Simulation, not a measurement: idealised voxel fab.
process module | voxel self aligned vias
cross-section cut | 225 nm wide | cells 5 nm
A cross-section is a grid of square cells, given in bands from the top down. A band is one or more rows of cells.
Each band's line starts with the height of the band's top and of its bottom, in nm. Then come its materials from left to right, each with its width in nm. One material with "throughout" fills the band from edge to edge. "air" is empty space.
Height 0 is the level under which the wafer as received is all one material. The lowest band goes on downwards, as in "0 down".
A width such as "30 to 40" changes by the same amount from each row of cells to the next, from the band's top row to its bottom row.
"no change" after a step means that no cell of the cross-section changed.
closed voids: empty space of 8 cells or more with no open way to the top, each as width x height at its distance from the left edge, in nm
after a step's settings: what the simulator itself notes on the step
overlay nm, on a step with a mask: how far to the right of its planned place the mask lay; to the left if negative
plan
1 op RECEIVE | material Si
2 op CONFORMAL_DEP | material SiO2 | thk nm 15
3 op CONFORMAL_DEP | material SiCN | thk nm 5
4 op DIRECTIONAL_DEP | material lowk | thk nm 30
5 op PATTERN | tone open | mask id LINES | material resist | width nm 25 | pitch nm 65 | thk nm 20 | overlay nm 0
6 op DIRECTIONAL_ETCH | etch materials lowk | depth nm 30
7 op STRIP | etch materials resist
8 op CONFORMAL_DEP | material TiN | thk nm 5
9 op FILL_DEP | material Ru | thk nm 10
10 op CMP | height nm 50
11 op SELECTIVE_ETCH | etch materials W Ru TiN | depth nm 10
12 op FILL_DEP | material SiN | thk nm 10
13 op CMP | height nm 50
14 op DIRECTIONAL_DEP | material lowk | thk nm 15
15 op MASKED_ETCH | tone open | mask id VIAS | width nm 35 | pitch nm 65 | etch materials lowk | depth nm 15 | overlay nm 0
16 op MASKED_ETCH | tone open | mask id VIAS | width nm 35 | pitch nm 65 | etch materials SiN | depth nm 10 | overlay nm 0
17 op CONFORMAL_DEP | material TiN | thk nm 5
18 op FILL_DEP | material Ru | thk nm 10
19 op CMP | height nm 65
20 op CONFORMAL_DEP | material SiCN | thk nm 5
first wafer, as planned
as received, after step 1
  0 down: Si throughout
  closed voids: none
after step 2
  15 to 0: SiO2 throughout
  below 0: unchanged
after step 3
  20 to 15: SiCN throughout
  below 15: unchanged
after step 4
  50 to 20: lowk throughout
  below 20: unchanged
after step 5
  70 to 50: resist 65 | air 25 | resist 40 | air 25 | resist 70
  below 50: unchanged
after step 6
  70 to 50: resist 65 | air 25 | resist 40 | air 25 | resist 70
  50 to 20: lowk 65 | air 25 | lowk 40 | air 25 | lowk 70
  below 20: unchanged
after step 7
  50 to 20: lowk 65 | air 25 | lowk 40 | air 25 | lowk 70
  below 20: unchanged
after step 8
  55 to 50: TiN 70 | air 15 | TiN 50 | air 15 | TiN 75
  50 to 25: lowk 65 | TiN 5 | air 15 | TiN 5 | lowk 40 | TiN 5 | air 15 | TiN 5 | lowk 70
  25 to 20: lowk 65 | TiN 25 | lowk 40 | TiN 25 | lowk 70
  below 20: unchanged
after step 9
  65 to 55: Ru throughout
  55 to 50: TiN 70 | Ru 15 | TiN 50 | Ru 15 | TiN 75
  50 to 25: lowk 65 | TiN 5 | Ru 15 | TiN 5 | lowk 40 | TiN 5 | Ru 15 | TiN 5 | lowk 70
  below 25: unchanged
after step 10
  50 to 25: lowk 65 | TiN 5 | Ru 15 | TiN 5 | lowk 40 | TiN 5 | Ru 15 | TiN 5 | lowk 70
  below 25: unchanged
after step 11
  50 to 40: lowk 65 | air 25 | lowk 40 | air 25 | lowk 70
  below 40: unchanged
after step 12
  60 to 50: SiN throughout
  50 to 40: lowk 65 | SiN 25 | lowk 40 | SiN 25 | lowk 70
  below 40: unchanged
after step 13
  50 to 40: lowk 65 | SiN 25 | lowk 40 | SiN 25 | lowk 70
  below 40: unchanged
after step 14
  65 to 50: lowk throughout
  below 50: unchanged
after step 15
  65 to 50: lowk 60 | air 35 | lowk 30 | air 35 | lowk 65
  below 50: unchanged
after step 16
  65 to 50: lowk 60 | air 35 | lowk 30 | air 35 | lowk 65
  50 to 40: lowk 65 | air 25 | lowk 40 | air 25 | lowk 70
  below 40: unchanged
after step 17
  70 to 65: TiN 65 | air 25 | TiN 40 | air 25 | TiN 70
  65 to 55: lowk 60 | TiN 5 | air 25 | TiN 5 | lowk 30 | TiN 5 | air 25 | TiN 5 | lowk 65
  55 to 45: lowk 60 to 65 | TiN 10 to 5 | air 15 | TiN 10 to 5 | lowk 30 to 40 | TiN 10 to 5 | air 15 | TiN 10 to 5 | lowk 65 to 70
  45 to 40: lowk 65 | TiN 25 | lowk 40 | TiN 25 | lowk 70
  below 40: unchanged
after step 18
  80 to 70: Ru throughout
  70 to 65: TiN 65 | Ru 25 | TiN 40 | Ru 25 | TiN 70
  65 to 55: lowk 60 | TiN 5 | Ru 25 | TiN 5 | lowk 30 | TiN 5 | Ru 25 | TiN 5 | lowk 65
  55 to 45: lowk 60 to 65 | TiN 10 to 5 | Ru 15 | TiN 10 to 5 | lowk 30 to 40 | TiN 10 to 5 | Ru 15 | TiN 10 to 5 | lowk 65 to 70
  below 45: unchanged
after step 19
  65 to 55: lowk 60 | TiN 5 | Ru 25 | TiN 5 | lowk 30 | TiN 5 | Ru 25 | TiN 5 | lowk 65
  below 55: unchanged
after step 20
  70 to 65: SiCN throughout
  below 65: unchanged
second wafer: like start, like plan, one mistake. Through step 14 it matches the first wafer
when step 15 should have ended
  65 to 50: lowk 60 | air 35 | lowk 30 | air 35 | lowk 65
  50 to 40: lowk 60 | air 5 | SiN 25 | air 5 | lowk 30 | air 5 | SiN 25 | air 5 | lowk 65
  40 to 35: lowk 60 | air 5 | TiN 5 | Ru 15 | TiN 5 | air 5 | lowk 30 | air 5 | TiN 5 | Ru 15 | TiN 5 | air 5 | lowk 65
  below 35: unchanged
when step 16 should have ended
  65 to 40: lowk 60 | air 35 | lowk 30 | air 35 | lowk 65
  below 40: unchanged
when step 17 should have ended
  70 to 65: TiN 65 | air 25 | TiN 40 | air 25 | TiN 70
  65 to 45: lowk 60 | TiN 5 | air 25 | TiN 5 | lowk 30 | TiN 5 | air 25 | TiN 5 | lowk 65
  45 to 40: lowk 60 | TiN 35 | lowk 30 | TiN 35 | lowk 65
  40 to 35: lowk 60 | TiN 10 | Ru 15 | TiN 10 | lowk 30 | TiN 10 | Ru 15 | TiN 10 | lowk 65
  below 35: unchanged
when step 18 should have ended
  80 to 70: Ru throughout
  70 to 65: TiN 65 | Ru 25 | TiN 40 | Ru 25 | TiN 70
  65 to 45: lowk 60 | TiN 5 | Ru 25 | TiN 5 | lowk 30 | TiN 5 | Ru 25 | TiN 5 | lowk 65
  below 45: unchanged
when step 19 should have ended
  65 to 45: lowk 60 | TiN 5 | Ru 25 | TiN 5 | lowk 30 | TiN 5 | Ru 25 | TiN 5 | lowk 65
  below 45: unchanged
when step 20 should have ended
  70 to 65: SiCN throughout
  below 65: unchanged
what went wrong: step 15 was run twice
at the end the second wafer has, in cells: 8 more of Ru | 4 more of TiN | 12 fewer of lowk
